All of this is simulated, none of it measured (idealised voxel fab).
The document below concerns the process module designated voxel capacitor over wiring.
Section cut is 155 nm wide and gridded with 5 nm square cells.
Square cells in a grid make up a cross-section in this document, and the grid is given as bands, listed from the top down, each one or more rows of cells. A band entry consists of two parts. The first gives the height of the band's top and the height of its bottom, in nm. The rest lists the band's materials from left to right, each with its width in nm. A single material labelled with the word "edge to edge" fills the band from edge to edge, and the word "air" marks empty space. Basically, 0 is our baseline, since under it the wafer straight out of the box is all one material. The bottom band has no lower end and keeps on going down, so it looks like "0 and below". Think of "30..40" as a width that walks from the first number to the second as you go down the band, top row to bottom row, taking equal-sized steps from row to row. "changes: none", as given for a step, is the statement that not any cell of the cross-section underwent a change during that step. In the "Sealed void listing" entry, you get each enclosed empty space of 8 cells or more, one with no open way to the top, written width x height at distance, distance from the left edge, in nm. Step line, after settings: the simulator's comment on this step. What "overlay nm" on a step's line means: if the step has a mask, that mask lay this far to the right of its planned place, or, when the value is negative, to the left. In what follows, pairs of cross-sections are presented, each taken before and after one process step, with the after cross-section shown only down to the lowest band that was altered; the step, together with its settings, is stated below the pair. The pairs may stem from different runs of this module on the same starting wafer; accordingly, a pair should be taken as continuing from the one above it solely where its entry headed "State on entry" indicates as much.

[State on entry]
* 105 down to 85 | SiO2 edge to edge
* 85 down to 80 | SiO2: 30, then TiN: 25, then SiO2: 100
* 80 down to 75 | SiO2: 30, then HfO2: 25, then SiO2: 100
* 75 down to 70 | SiO2: 25, then TiN: 75, then SiO2: 55
* 70 down to 65 | SiO2: 25, then TiN: 30, then HfO2: 45, then SiO2: 55
* 65 down to 55 | SiO2: 20, then Ru: 35, then TiN: 50, then SiO2: 50
* 55 down to 40 | SiO2: 30, then Ru: 15, then SiO2: 110
* 40 down to 35 | SiCN: 30, then Ru: 15, then SiCN: 110
* 35 down to 20 | SiO2: 20, then TiN: 5, then Ru: 15, then TiN: 5, then SiO2: 65, then TiN: 5, then Ru: 15, then TiN: 5, then SiO2: 20
* 20 down to 15 | SiCN: 20, then TiN: 25, then SiCN: 65, then TiN: 25, then SiCN: 20
* 15 down to 0 | SiO2 edge to edge
* 0 and below | Si edge to edge
* Sealed void listing: none

[after]
* 90 down to 85 | SiO2 edge to edge
* Below 85, no change.
* Sealed void listing: none
What was done to get from the upper cross-section to the lower one? op CMP | height nm 90

State on entry: see the after view in the pair directly above.

[after]
* 110 down to 90 | resist: 40, then air: 15, then resist: 100
* Below 90, no change.
* Sealed void listing: none
What was done to get from the upper cross-section to the lower one? op PATTERN | tone open | mask id PLUG_2 | material resist | width nm 15 | thk nm 20 | overlay nm 0

State on entry: see the after view in the pair directly above.

[after]
* 110 down to 90 | resist: 40, then air: 15, then resist: 100
* 90 down to 85 | SiO2: 40, then air: 15, then SiO2: 100
* Below 85, no change.
* Sealed void listing: none
What was done to get from the upper cross-section to the lower one? op DIRECTIONAL_ETCH | etch materials SiO2 | depth nm 15

State on entry: see the after view in the pair directly above.

[after]
* 90 down to 85 | SiO2: 40, then air: 15, then SiO2: 100
* Below 85, no change.
* Sealed void listing: none
What was done to get from the upper cross-section to the lower one? op STRIP | etch materials resist

State on entry: see the after view in the pair directly above.

[after]
* 95 down to 90 | TiN: 45, then air: 5, then TiN: 105
* 90 down to 80 | SiO2: 40..30, then TiN: 15..25, then SiO2: 100
* Below 80, no change.
* Sealed void listing: none
What was done to get from the upper cross-section to the lower one? op CONFORMAL_DEP | material TiN | thk nm 5

State on entry: see the after view in the pair directly above.

[after]
* 105 down to 95 | Ru edge to edge
* 95 down to 90 | TiN: 45, then Ru: 5, then TiN: 105
* Below 90, no change.
* Sealed void listing: none
What was done to get from the upper cross-section to the lower one? op FILL_DEP | material Ru | thk nm 10

State on entry: see the after view in the pair directly above.

[after]
* 90 down to 80 | SiO2: 40..30, then TiN: 15..25, then SiO2: 100
* Below 80, no change.
* Sealed void listing: none
What was done to get from the upper cross-section to the lower one? op CMP | height nm 90

State on entry: see the after view in the pair directly above.

[after]
* 95 down to 90 | SiCN edge to edge
* Below 90, no change.
* Sealed void listing: none
What was done to get from the upper cross-section to the lower one? op CONFORMAL_DEP | material SiCN | thk nm 5

[State on entry]
* 35 down to 20 | SiO2: 20, then TiN: 5, then Ru: 15, then TiN: 5, then SiO2: 65, then TiN: 5, then Ru: 15, then TiN: 5, then SiO2: 20
* 20 down to 15 | SiCN: 20, then TiN: 25, then SiCN: 65, then TiN: 25, then SiCN: 20
* 15 down to 0 | SiO2 edge to edge
* 0 and below | Si edge to edge
* Sealed void listing: none

[after]
* 50 down to 35 | SiO2 edge to edge
* Below 35, no change.
* Sealed void listing: none
What was done to get from the upper cross-section to the lower one? op DIRECTIONAL_DEP | material SiO2 | thk nm 15

State on entry: see the after view in the pair directly above.

[after]
* 55 down to 50 | SiCN edge to edge
* Below 50, no change.
* Sealed void listing: none
What was done to get from the upper cross-section to the lower one? op CONFORMAL_DEP | material SiCN | thk nm 5

State on entry: see the after view in the pair directly above.

[after]
* 65 down to 55 | aC edge to edge
* Below 55, no change.
* Sealed void listing: none
What was done to get from the upper cross-section to the lower one? op DIRECTIONAL_DEP | material aC | thk nm 10

State on entry: see the after view in the pair directly above.

[after]
* 90 down to 65 | resist: 30, then air: 15, then resist: 110
* Below 65, no change.
* Sealed void listing: none
What was done to get from the upper cross-section to the lower one? op PATTERN | tone open | mask id PLUG_1 | material resist | width nm 15 | thk nm 25 | overlay nm 0

State on entry: see the after view in the pair directly above.

[after]
* 80 down to 65 | resist: 30, then air: 15, then resist: 110
* 65 down to 55 | aC: 30, then air: 15, then aC: 110
* Below 55, no change.
* Sealed void listing: none
What was done to get from the upper cross-section to the lower one? op DIRECTIONAL_ETCH | etch materials aC | depth nm 10

State on entry: see the after view in the pair directly above.

[after]
* 65 down to 55 | aC: 30, then air: 15, then aC: 110
* Below 55, no change.
* Sealed void listing: none
What was done to get from the upper cross-section to the lower one? op STRIP | etch materials resist

State on entry: see the after view in the pair directly above.

[after]
* 65 down to 55 | aC: 30, then air: 15, then aC: 110
* 55 down to 50 | SiCN: 30, then air: 15, then SiCN: 110
* Below 50, no change.
* Sealed void listing: none
What was done to get from the upper cross-section to the lower one? op DIRECTIONAL_ETCH | etch materials SiCN | depth nm 5

State on entry: see the after view in the pair directly above.

[after]
* 55 down to 50 | SiCN: 30, then air: 15, then SiCN: 110
* Below 50, no change.
* Sealed void listing: none
What was done to get from the upper cross-section to the lower one? op STRIP | etch materials aC

State on entry: see the after view in the pair directly above.

[after]
* 65 down to 60 | TiN: 30, then air: 15, then TiN: 110
* 60 down to 55 | TiN edge to edge
* 55 down to 50 | SiCN: 30, then TiN: 15, then SiCN: 110
* Below 50, no change.
* Sealed void listing: none
What was done to get from the upper cross-section to the lower one? op DIRECTIONAL_DEP | material TiN | thk nm 10

State on entry: see the after view in the pair directly above.

[after]
* 70 down to 65 | HfO2: 30, then air: 15, then HfO2: 110
* 65 down to 60 | TiN: 30, then HfO2: 15, then TiN: 110
* Below 60, no change.
* Sealed void listing: none
What was done to get from the upper cross-section to the lower one? op DIRECTIONAL_DEP | material HfO2 | thk nm 5

State on entry: see the after view in the pair directly above.

[after]
* 75 down to 70 | TiN: 30, then air: 15, then TiN: 110
* 70 down to 65 | HfO2: 30, then TiN: 15, then HfO2: 110
* Below 65, no change.
* Sealed void listing: none
What was done to get from the upper cross-section to the lower one? op DIRECTIONAL_DEP | material TiN | thk nm 5

State on entry: see the after view in the pair directly above.

[after]
* 90 down to 75 | air: 30, then resist: 70, then air: 55
* 75 down to 70 | TiN: 30, then resist: 15, then TiN: 110
* Below 70, no change.
* Sealed void listing: none
What was done to get from the upper cross-section to the lower one? op PATTERN | tone cover | mask id UPPER_PLATE | material resist | width nm 70 | thk nm 15 | overlay nm 0

State on entry: see the after view in the pair directly above.

[after]
* 90 down to 75 | air: 30, then resist: 70, then air: 55
* 75 down to 70 | air: 30, then resist: 15, then TiN: 55, then air: 55
* Below 70, no change.
* Sealed void listing: none
What was done to get from the upper cross-section to the lower one? op DIRECTIONAL_ETCH | etch materials TiN | depth nm 5

State on entry: see the after view in the pair directly above.

[after]
* 90 down to 75 | air: 30, then resist: 70, then air: 55
* 75 down to 70 | air: 30, then resist: 15, then TiN: 55, then air: 55
* 70 down to 65 | air: 30, then TiN: 15, then HfO2: 55, then air: 55
* Below 65, no change.
* Sealed void listing: none
What was done to get from the upper cross-section to the lower one? op DIRECTIONAL_ETCH | etch materials HfO2 | depth nm 5

State on entry: see the after view in the pair directly above.

[after]
* 75 down to 70 | air: 45, then TiN: 55, then air: 55
* Below 70, no change.
* Sealed void listing: none
What was done to get from the upper cross-section to the lower one? op STRIP | etch materials resist

State on entry: see the after view in the pair directly above.

[after]
* 95 down to 75 | air: 25, then resist: 80, then air: 50
* 75 down to 70 | air: 25, then resist: 20, then TiN: 55, then resist: 5, then air: 50
* 70 down to 65 | air: 25, then resist: 5, then TiN: 15, then HfO2: 55, then resist: 5, then air: 50
* Below 65, no change.
* Sealed void listing: none
What was done to get from the upper cross-section to the lower one? op PATTERN | tone cover | mask id LOWER_PLATE | material resist | width nm 80 | thk nm 20 | overlay nm 0

State on entry: see the after view in the pair directly above.

[after]
* 95 down to 75 | air: 25, then resist: 80, then air: 50
* 75 down to 70 | air: 25, then resist: 20, then TiN: 55, then resist: 5, then air: 50
* 70 down to 65 | air: 25, then resist: 5, then TiN: 15, then HfO2: 55, then resist: 5, then air: 50
* 65 down to 60 | air: 25, then TiN: 5, then HfO2: 15, then TiN: 60, then air: 50
* 60 down to 55 | air: 25, then TiN: 80, then air: 50
* Below 55, no change.
* Sealed void listing: none
What was done to get from the upper cross-section to the lower one? op DIRECTIONAL_ETCH | etch materials TiN | depth nm 10

State on entry: see the after view in the pair directly above.

[after]
* 75 down to 70 | air: 45, then TiN: 55, then air: 55
* 70 down to 65 | air: 30, then TiN: 15, then HfO2: 55, then air: 55
* Below 65, no change.
* Sealed void listing: none
What was done to get from the upper cross-section to the lower one? op STRIP | etch materials resist

State on entry: see the after view in the pair directly above.

[after]
* 95 down to 75 | SiO2 edge to edge
* 75 down to 70 | SiO2: 45, then TiN: 55, then SiO2: 55
* 70 down to 65 | SiO2: 30, then TiN: 15, then HfO2: 55, then SiO2: 55
* 65 down to 60 | SiO2: 25, then TiN: 5, then HfO2: 15, then TiN: 60, then SiO2: 50
* 60 down to 55 | SiO2: 25, then TiN: 80, then SiO2: 50
* Below 55, no change.
* Sealed void listing: none
What was done to get from the upper cross-section to the lower one? op FILL_DEP | material SiO2 | thk nm 20

State on entry: see the after view in the pair directly above.

[after]
* 90 down to 75 | SiO2 edge to edge
* Below 75, no change.
* Sealed void listing: none
What was done to get from the upper cross-section to the lower one? op CMP | height nm 90

State on entry: see the after view in the pair directly above.

[after]
* 110 down to 90 | resist: 40, then air: 15, then resist: 100
* Below 90, no change.
* Sealed void listing: none
What was done to get from the upper cross-section to the lower one? op PATTERN | tone open | mask id PLUG_2 | material resist | width nm 15 | thk nm 20 | overlay nm 0

State on entry: see the after view in the pair directly above.

[after]
* 110 down to 90 | resist: 40, then air: 15, then resist: 100
* 90 down to 75 | SiO2: 40, then air: 15, then SiO2: 100
* Below 75, no change.
* Sealed void listing: none
What was done to get from the upper cross-section to the lower one? op DIRECTIONAL_ETCH | etch materials SiO2 | depth nm 15

State on entry: see the after view in the pair directly above.

[after]
* 90 down to 75 | SiO2: 40, then air: 15, then SiO2: 100
* Below 75, no change.
* Sealed void listing: none
What was done to get from the upper cross-section to the lower one? op STRIP | etch materials resist

State on entry: see the after view in the pair directly above.

[after]
* 95 down to 90 | TiN: 45, then air: 5, then TiN: 105
* 90 down to 80 | SiO2: 40, then TiN: 5, then air: 5, then TiN: 5, then SiO2: 100
* 80 down to 70 | SiO2: 40..45, then TiN: 15..55, then SiO2: 100..55
* Below 70, no change.
* Sealed void listing: none
What was done to get from the upper cross-section to the lower one? op CONFORMAL_DEP | material TiN | thk nm 5

State on entry: see the after view in the pair directly above.

[after]
* 105 down to 95 | Ru edge to edge
* 95 down to 90 | TiN: 45, then Ru: 5, then TiN: 105
* 90 down to 80 | SiO2: 40, then TiN: 5, then Ru: 5, then TiN: 5, then SiO2: 100
* Below 80, no change.
* Sealed void listing: none
What was done to get from the upper cross-section to the lower one? op FILL_DEP | material Ru | thk nm 10

State on entry: see the after view in the pair directly above.

[after]
* 90 down to 80 | SiO2: 40, then TiN: 5, then Ru: 5, then TiN: 5, then SiO2: 100
* Below 80, no change.
* Sealed void listing: none
What was done to get from the upper cross-section to the lower one? op CMP | height nm 90

State on entry: see the after view in the pair directly above.

[after]
* 95 down to 90 | SiCN edge to edge
* Below 90, no change.
* Sealed void listing: none
What was done to get from the upper cross-section to the lower one? op CONFORMAL_DEP | material SiCN | thk nm 5

[State on entry]
* 0 and below | Si edge to edge
* Sealed void listing: none

[after]
* 5 down to 0 | SiO2 edge to edge
* Below 0, no change.
* Sealed void listing: none
What was done to get from the upper cross-section to the lower one? op CONFORMAL_DEP | material SiO2 | thk nm 5

State on entry: see the after view in the pair directly above.

[after]
* 10 down to 5 | SiCN edge to edge
* Below 5, no change.
* Sealed void listing: none
What was done to get from the upper cross-section to the lower one? op CONFORMAL_DEP | material SiCN | thk nm 5

State on entry: see the after view in the pair directly above.

[after]
* 25 down to 10 | SiO2 edge to edge
* Below 10, no change.
* Sealed void listing: none
What was done to get from the upper cross-section to the lower one? op DIRECTIONAL_DEP | material SiO2 | thk nm 15

State on entry: see the after view in the pair directly above.

[after]
* 45 down to 25 | resist: 20, then air: 25, then resist: 65, then air: 25, then resist: 20
* Below 25, no change.
* Sealed void listing: none
What was done to get from the upper cross-section to the lower one? op PATTERN | tone open | mask id METAL_1 | material resist | width nm 25 | pitch nm 90 | thk nm 20 | overlay nm 0

State on entry: see the after view in the pair directly above.

[after]
* 45 down to 25 | resist: 20, then air: 25, then resist: 65, then air: 25, then resist: 20
* 25 down to 10 | SiO2: 20, then air: 25, then SiO2: 65, then air: 25, then SiO2: 20
* Below 10, no change.
* Sealed void listing: none
What was done to get from the upper cross-section to the lower one? op DIRECTIONAL_ETCH | etch materials SiO2 | depth nm 15

State on entry: see the after view in the pair directly above.

[after]
* 45 down to 25 | resist: 20, then air: 25, then resist: 65, then air: 25, then resist: 20
* 25 down to 10 | SiO2: 20, then air: 25, then SiO2: 65, then air: 25, then SiO2: 20
* 10 down to 5 | SiCN: 20, then air: 25, then SiCN: 65, then air: 25, then SiCN: 20
* Below 5, no change.
* Sealed void listing: none
What was done to get from the upper cross-section to the lower one? op DIRECTIONAL_ETCH | etch materials SiCN | depth nm 5

State on entry: see the after view in the pair directly above.

[after]
* 25 down to 10 | SiO2: 20, then air: 25, then SiO2: 65, then air: 25, then SiO2: 20
* Below 10, no change.
* Sealed void listing: none
What was done to get from the upper cross-section to the lower one? op STRIP | etch materials resist

State on entry: see the after view in the pair directly above.

[after]
* 30 down to 25 | TiN: 25, then air: 15, then TiN: 75, then air: 15, then TiN: 25
* 25 down to 10 | SiO2: 20, then TiN: 5, then air: 15, then TiN: 5, then SiO2: 65, then TiN: 5, then air: 15, then TiN: 5, then SiO2: 20
* 10 down to 5 | SiCN: 20, then TiN: 25, then SiCN: 65, then TiN: 25, then SiCN: 20
* Below 5, no change.
* Sealed void listing: none
What was done to get from the upper cross-section to the lower one? op CONFORMAL_DEP | material TiN | thk nm 5

State on entry: see the after view in the pair directly above.

[after]
* 40 down to 30 | Ru edge to edge
* 30 down to 25 | TiN: 25, then Ru: 15, then TiN: 75, then Ru: 15, then TiN: 25
* 25 down to 10 | SiO2: 20, then TiN: 5, then Ru: 15, then TiN: 5, then SiO2: 65, then TiN: 5, then Ru: 15, then TiN: 5, then SiO2: 20
* Below 10, no change.
* Sealed void listing: none
What was done to get from the upper cross-section to the lower one? op FILL_DEP | material Ru | thk nm 10

State on entry: see the after view in the pair directly above.

[after]
* 35 down to 30 | Ru edge to edge
* Below 30, no change.
* Sealed void listing: none
What was done to get from the upper cross-section to the lower one? op CMP | height nm 35

State on entry: see the after view in the pair directly above.

[after]
* 40 down to 35 | SiCN edge to edge
* Below 35, no change.
* Sealed void listing: none
What was done to get from the upper cross-section to the lower one? op CONFORMAL_DEP | material SiCN | thk nm 5

State on entry: see the after view in the pair directly above.

[after]
* 55 down to 40 | SiO2 edge to edge
* Below 40, no change.
* Sealed void listing: none
What was done to get from the upper cross-section to the lower one? op DIRECTIONAL_DEP | material SiO2 | thk nm 15

State on entry: see the after view in the pair directly above.

[after]
* 65 down to 55 | aC edge to edge
* Below 55, no change.
* Sealed void listing: none
What was done to get from the upper cross-section to the lower one? op DIRECTIONAL_DEP | material aC | thk nm 10

State on entry: see the after view in the pair directly above.

[after]
* 90 down to 65 | resist: 30, then air: 15, then resist: 110
* Below 65, no change.
* Sealed void listing: none
What was done to get from the upper cross-section to the lower one? op PATTERN | tone open | mask id PLUG_1 | material resist | width nm 15 | thk nm 25 | overlay nm 0

State on entry: see the after view in the pair directly above.

[after]
* 80 down to 65 | resist: 30, then air: 15, then resist: 110
* 65 down to 55 | aC: 30, then air: 15, then aC: 110
* Below 55, no change.
* Sealed void listing: none
What was done to get from the upper cross-section to the lower one? op DIRECTIONAL_ETCH | etch materials aC | depth nm 10

State on entry: see the after view in the pair directly above.

[after]
* 65 down to 55 | aC: 30, then air: 15, then aC: 110
* Below 55, no change.
* Sealed void listing: none
What was done to get from the upper cross-section to the lower one? op STRIP | etch materials resist

State on entry: see the after view in the pair directly above.

[after]
* 65 down to 55 | aC: 30, then air: 15, then aC: 110
* 55 down to 40 | SiO2: 30, then air: 15, then SiO2: 110
* Below 40, no change.
* Sealed void listing: none
What was done to get from the upper cross-section to the lower one? op DIRECTIONAL_ETCH | etch materials SiO2 | depth nm 15

State on entry: see the after view in the pair directly above.

[after]
* 65 down to 55 | aC: 30, then air: 15, then aC: 110
* 55 down to 40 | SiO2: 30, then air: 15, then SiO2: 110
* 40 down to 35 | SiCN: 30, then air: 15, then SiCN: 110
* Below 35, no change.
* Sealed void listing: none
What was done to get from the upper cross-section to the lower one? op DIRECTIONAL_ETCH | etch materials SiCN | depth nm 5

State on entry: see the after view in the pair directly above.

[after]
* 55 down to 40 | SiO2: 30, then air: 15, then SiO2: 110
* Below 40, no change.
* Sealed void listing: none
What was done to get from the upper cross-section to the lower one? op STRIP | etch materials aC

State on entry: see the after view in the pair directly above.

[after]
* 55 down to 45 | SiO2: 30, then air: 15, then SiO2: 110
* 45 down to 40 | SiO2: 30, then Ru: 15, then SiO2: 110
* 40 down to 35 | SiCN: 30, then Ru: 15, then SiCN: 110
* Below 35, no change.
* Sealed void listing: none
What was done to get from the upper cross-section to the lower one? op EPI | material Ru | thk nm 10

State on entry: see the after view in the pair directly above.

[after]
* 55 down to 40 | SiO2: 30, then Ru: 15, then SiO2: 110
* Below 40, no change.
* Sealed void listing: none
What was done to get from the upper cross-section to the lower one? op EPI | material Ru | thk nm 10

State on entry: see the after view in the pair directly above.

[after]
* 65 down to 55 | TiN edge to edge
* Below 55, no change.
* Sealed void listing: none
What was done to get from the upper cross-section to the lower one? op DIRECTIONAL_DEP | material TiN | thk nm 10

State on entry: see the after view in the pair directly above.

[after]
* 70 down to 65 | HfO2 edge to edge
* Below 65, no change.
* Sealed void listing: none
What was done to get from the upper cross-section to the lower one? op DIRECTIONAL_DEP | material HfO2 | thk nm 5

State on entry: see the after view in the pair directly above.

[after]
* 75 down to 70 | TiN edge to edge
* Below 70, no change.
* Sealed void listing: none
What was done to get from the upper cross-section to the lower one? op DIRECTIONAL_DEP | material TiN | thk nm 5

State on entry: see the after view in the pair directly above.

[after]
* 90 down to 75 | air: 30, then resist: 70, then air: 55
* Below 75, no change.
* Sealed void listing: none
What was done to get from the upper cross-section to the lower one? op PATTERN | tone cover | mask id UPPER_PLATE | material resist | width nm 70 | thk nm 15 | overlay nm 0

State on entry: see the after view in the pair directly above.

[after]
* 90 down to 75 | air: 30, then resist: 70, then air: 55
* 75 down to 70 | air: 30, then TiN: 70, then air: 55
* Below 70, no change.
* Sealed void listing: none
What was done to get from the upper cross-section to the lower one? op DIRECTIONAL_ETCH | etch materials TiN | depth nm 5

State on entry: see the after view in the pair directly above.

[after]
* 90 down to 75 | air: 30, then resist: 70, then air: 55
* 75 down to 70 | air: 30, then TiN: 70, then air: 55
* 70 down to 65 | air: 30, then HfO2: 70, then air: 55
* Below 65, no change.
* Sealed void listing: none
What was done to get from the upper cross-section to the lower one? op DIRECTIONAL_ETCH | etch materials HfO2 | depth nm 5

State on entry: see the after view in the pair directly above.

[after]
* 75 down to 70 | air: 30, then TiN: 70, then air: 55
* Below 70, no change.
* Sealed void listing: none
What was done to get from the upper cross-section to the lower one? op STRIP | etch materials resist

State on entry: see the after view in the pair directly above.

[after]
* 95 down to 75 | air: 25, then resist: 80, then air: 50
* 75 down to 70 | air: 25, then resist: 5, then TiN: 70, then resist: 5, then air: 50
* 70 down to 65 | air: 25, then resist: 5, then HfO2: 70, then resist: 5, then air: 50
* Below 65, no change.
* Sealed void listing: none
What was done to get from the upper cross-section to the lower one? op PATTERN | tone cover | mask id LOWER_PLATE | material resist | width nm 80 | thk nm 20 | overlay nm 0

State on entry: see the after view in the pair directly above.

[after]
* 95 down to 75 | air: 25, then resist: 80, then air: 50
* 75 down to 70 | air: 25, then resist: 5, then TiN: 70, then resist: 5, then air: 50
* 70 down to 65 | air: 25, then resist: 5, then HfO2: 70, then resist: 5, then air: 50
* 65 down to 55 | air: 25, then TiN: 80, then air: 50
* Below 55, no change.
* Sealed void listing: none
What was done to get from the upper cross-section to the lower one? op DIRECTIONAL_ETCH | etch materials TiN | depth nm 10

State on entry: see the after view in the pair directly above.

[after]
* 75 down to 70 | air: 30, then TiN: 70, then air: 55
* 70 down to 65 | air: 30, then HfO2: 70, then air: 55
* Below 65, no change.
* Sealed void listing: none
What was done to get from the upper cross-section to the lower one? op STRIP | etch materials resist

State on entry: see the after view in the pair directly above.

[after]
* 95 down to 75 | SiO2 edge to edge
* 75 down to 70 | SiO2: 30, then TiN: 70, then SiO2: 55
* 70 down to 65 | SiO2: 30, then HfO2: 70, then SiO2: 55
* 65 down to 55 | SiO2: 25, then TiN: 80, then SiO2: 50
* Below 55, no change.
* Sealed void listing: none
What was done to get from the upper cross-section to the lower one? op FILL_DEP | material SiO2 | thk nm 20

State on entry: see the after view in the pair directly above.

[after]
* 90 down to 75 | SiO2 edge to edge
* Below 75, no change.
* Sealed void listing: none
What was done to get from the upper cross-section to the lower one? op CMP | height nm 90

State on entry: see the after view in the pair directly above.

[after]
* 110 down to 90 | resist: 40, then air: 15, then resist: 100
* Below 90, no change.
* Sealed void listing: none
What was done to get from the upper cross-section to the lower one? op PATTERN | tone open | mask id PLUG_2 | material resist | width nm 15 | thk nm 20 | overlay nm 0

State on entry: see the after view in the pair directly above.

[after]
* 110 down to 90 | resist: 40, then air: 15, then resist: 100
* 90 down to 75 | SiO2: 40, then air: 15, then SiO2: 100
* Below 75, no change.
* Sealed void listing: none
What was done to get from the upper cross-section to the lower one? op DIRECTIONAL_ETCH | etch materials SiO2 | depth nm 15

State on entry: see the after view in the pair directly above.

[after]
* 90 down to 75 | SiO2: 40, then air: 15, then SiO2: 100
* Below 75, no change.
* Sealed void listing: none
What was done to get from the upper cross-section to the lower one? op STRIP | etch materials resist

State on entry: see the after view in the pair directly above.

[after]
* 95 down to 90 | TiN: 45, then air: 5, then TiN: 105
* 90 down to 80 | SiO2: 40, then TiN: 5, then air: 5, then TiN: 5, then SiO2: 100
* 80 down to 70 | SiO2: 40..30, then TiN: 15..70, then SiO2: 100..55
* Below 70, no change.
* Sealed void listing: none
What was done to get from the upper cross-section to the lower one? op CONFORMAL_DEP | material TiN | thk nm 5

State on entry: see the after view in the pair directly above.

[after]
* 105 down to 95 | Ru edge to edge
* 95 down to 90 | TiN: 45, then Ru: 5, then TiN: 105
* 90 down to 80 | SiO2: 40, then TiN: 5, then Ru: 5, then TiN: 5, then SiO2: 100
* Below 80, no change.
* Sealed void listing: none
What was done to get from the upper cross-section to the lower one? op FILL_DEP | material Ru | thk nm 10

State on entry: see the after view in the pair directly above.

[after]
* 90 down to 80 | SiO2: 40, then TiN: 5, then Ru: 5, then TiN: 5, then SiO2: 100
* Below 80, no change.
* Sealed void listing: none
What was done to get from the upper cross-section to the lower one? op CMP | height nm 90

State on entry: see the after view in the pair directly above.

[after]
* 95 down to 90 | SiCN edge to edge
* Below 90, no change.
* Sealed void listing: none
What was done to get from the upper cross-section to the lower one? op CONFORMAL_DEP | material SiCN | thk nm 5

[State on entry]
* 75 down to 70 | TiN edge to edge
* 70 down to 65 | HfO2 edge to edge
* 65 down to 55 | TiN edge to edge
* 55 down to 40 | SiO2: 30, then Ru: 15, then SiO2: 110
* 40 down to 35 | SiCN: 30, then Ru: 15, then SiCN: 110
* 35 down to 20 | SiO2: 20, then TiN: 5, then Ru: 15, then TiN: 5, then SiO2: 65, then TiN: 5, then Ru: 15, then TiN: 5, then SiO2: 20
* 20 down to 15 | SiCN: 20, then TiN: 25, then SiCN: 65, then TiN: 25, then SiCN: 20
* 15 down to 0 | SiO2 edge to edge
* 0 and below | Si edge to edge
* Sealed void listing: none

[after]
* 90 down to 75 | air: 35, then resist: 65, then air: 55
* Below 75, no change.
* Sealed void listing: none
What was done to get from the upper cross-section to the lower one? op PATTERN | tone cover | mask id UPPER_PLATE | material resist | width nm 65 | thk nm 15 | overlay nm 0

State on entry: see the after view in the pair directly above.

[after]
* 90 down to 75 | air: 35, then resist: 65, then air: 55
* 75 down to 70 | air: 35, then TiN: 65, then air: 55
* Below 70, no change.
* Sealed void listing: none
What was done to get from the upper cross-section to the lower one? op DIRECTIONAL_ETCH | etch materials TiN | depth nm 5

State on entry: see the after view in the pair directly above.

[after]
* 90 down to 75 | air: 35, then resist: 65, then air: 55
* 75 down to 70 | air: 35, then TiN: 65, then air: 55
* 70 down to 65 | air: 35, then HfO2: 65, then air: 55
* Below 65, no change.
* Sealed void listing: none
What was done to get from the upper cross-section to the lower one? op DIRECTIONAL_ETCH | etch materials HfO2 | depth nm 5

State on entry: see the after view in the pair directly above.

[after]
* 75 down to 70 | air: 35, then TiN: 65, then air: 55
* Below 70, no change.
* Sealed void listing: none
What was done to get from the upper cross-section to the lower one? op STRIP | etch materials resist

State on entry: see the after view in the pair directly above.

[after]
* 95 down to 75 | air: 25, then resist: 80, then air: 50
* 75 down to 70 | air: 25, then resist: 10, then TiN: 65, then resist: 5, then air: 50
* 70 down to 65 | air: 25, then resist: 10, then HfO2: 65, then resist: 5, then air: 50
* Below 65, no change.
* Sealed void listing: none
What was done to get from the upper cross-section to the lower one? op PATTERN | tone cover | mask id LOWER_PLATE | material resist | width nm 80 | thk nm 20 | overlay nm 0

State on entry: see the after view in the pair directly above.

[after]
* 95 down to 75 | air: 25, then resist: 80, then air: 50
* 75 down to 70 | air: 25, then resist: 10, then TiN: 65, then resist: 5, then air: 50
* 70 down to 65 | air: 25, then resist: 10, then HfO2: 65, then resist: 5, then air: 50
* 65 down to 55 | air: 25, then TiN: 80, then air: 50
* Below 55, no change.
* Sealed void listing: none
What was done to get from the upper cross-section to the lower one? op DIRECTIONAL_ETCH | etch materials TiN | depth nm 10

State on entry: see the after view in the pair directly above.

[after]
* 75 down to 70 | air: 35, then TiN: 65, then air: 55
* 70 down to 65 | air: 35, then HfO2: 65, then air: 55
* Below 65, no change.
* Sealed void listing: none
What was done to get from the upper cross-section to the lower one? op STRIP | etch materials resist

State on entry: see the after view in the pair directly above.

[after]
* 95 down to 75 | SiO2 edge to edge
* 75 down to 70 | SiO2: 35, then TiN: 65, then SiO2: 55
* 70 down to 65 | SiO2: 35, then HfO2: 65, then SiO2: 55
* 65 down to 55 | SiO2: 25, then TiN: 80, then SiO2: 50
* Below 55, no change.
* Sealed void listing: none
What was done to get from the upper cross-section to the lower one? op FILL_DEP | material SiO2 | thk nm 20

State on entry: see the after view in the pair directly above.

[after]
* 90 down to 75 | SiO2 edge to edge
* Below 75, no change.
* Sealed void listing: none
What was done to get from the upper cross-section to the lower one? op CMP | height nm 90

State on entry: see the after view in the pair directly above.

[after]
* 110 down to 90 | resist: 40, then air: 15, then resist: 100
* Below 90, no change.
* Sealed void listing: none
What was done to get from the upper cross-section to the lower one? op PATTERN | tone open | mask id PLUG_2 | material resist | width nm 15 | thk nm 20 | overlay nm 0

State on entry: see the after view in the pair directly above.

[after]
* 110 down to 90 | resist: 40, then air: 15, then resist: 100
* 90 down to 75 | SiO2: 40, then air: 15, then SiO2: 100
* Below 75, no change.
* Sealed void listing: none
What was done to get from the upper cross-section to the lower one? op DIRECTIONAL_ETCH | etch materials SiO2 | depth nm 15

State on entry: see the after view in the pair directly above.

[after]
* 90 down to 75 | SiO2: 40, then air: 15, then SiO2: 100
* Below 75, no change.
* Sealed void listing: none
What was done to get from the upper cross-section to the lower one? op STRIP | etch materials resist

State on entry: see the after view in the pair directly above.

[after]
* 95 down to 90 | TiN: 45, then air: 5, then TiN: 105
* 90 down to 80 | SiO2: 40, then TiN: 5, then air: 5, then TiN: 5, then SiO2: 100
* 80 down to 70 | SiO2: 40..35, then TiN: 15..65, then SiO2: 100..55
* Below 70, no change.
* Sealed void listing: none
What was done to get from the upper cross-section to the lower one? op CONFORMAL_DEP | material TiN | thk nm 5

State on entry: see the after view in the pair directly above.

[after]
* 105 down to 95 | Ru edge to edge
* 95 down to 90 | TiN: 45, then Ru: 5, then TiN: 105
* 90 down to 80 | SiO2: 40, then TiN: 5, then Ru: 5, then TiN: 5, then SiO2: 100
* Below 80, no change.
* Sealed void listing: none
What was done to get from the upper cross-section to the lower one? op FILL_DEP | material Ru | thk nm 10

State on entry: see the after view in the pair directly above.

[after]
* 90 down to 80 | SiO2: 40, then TiN: 5, then Ru: 5, then TiN: 5, then SiO2: 100
* Below 80, no change.
* Sealed void listing: none
What was done to get from the upper cross-section to the lower one? op CMP | height nm 90

State on entry: see the after view in the pair directly above.

[after]
* 95 down to 90 | SiCN edge to edge
* Below 90, no change.
* Sealed void listing: none
What was done to get from the upper cross-section to the lower one? op CONFORMAL_DEP | material SiCN | thk nm 5
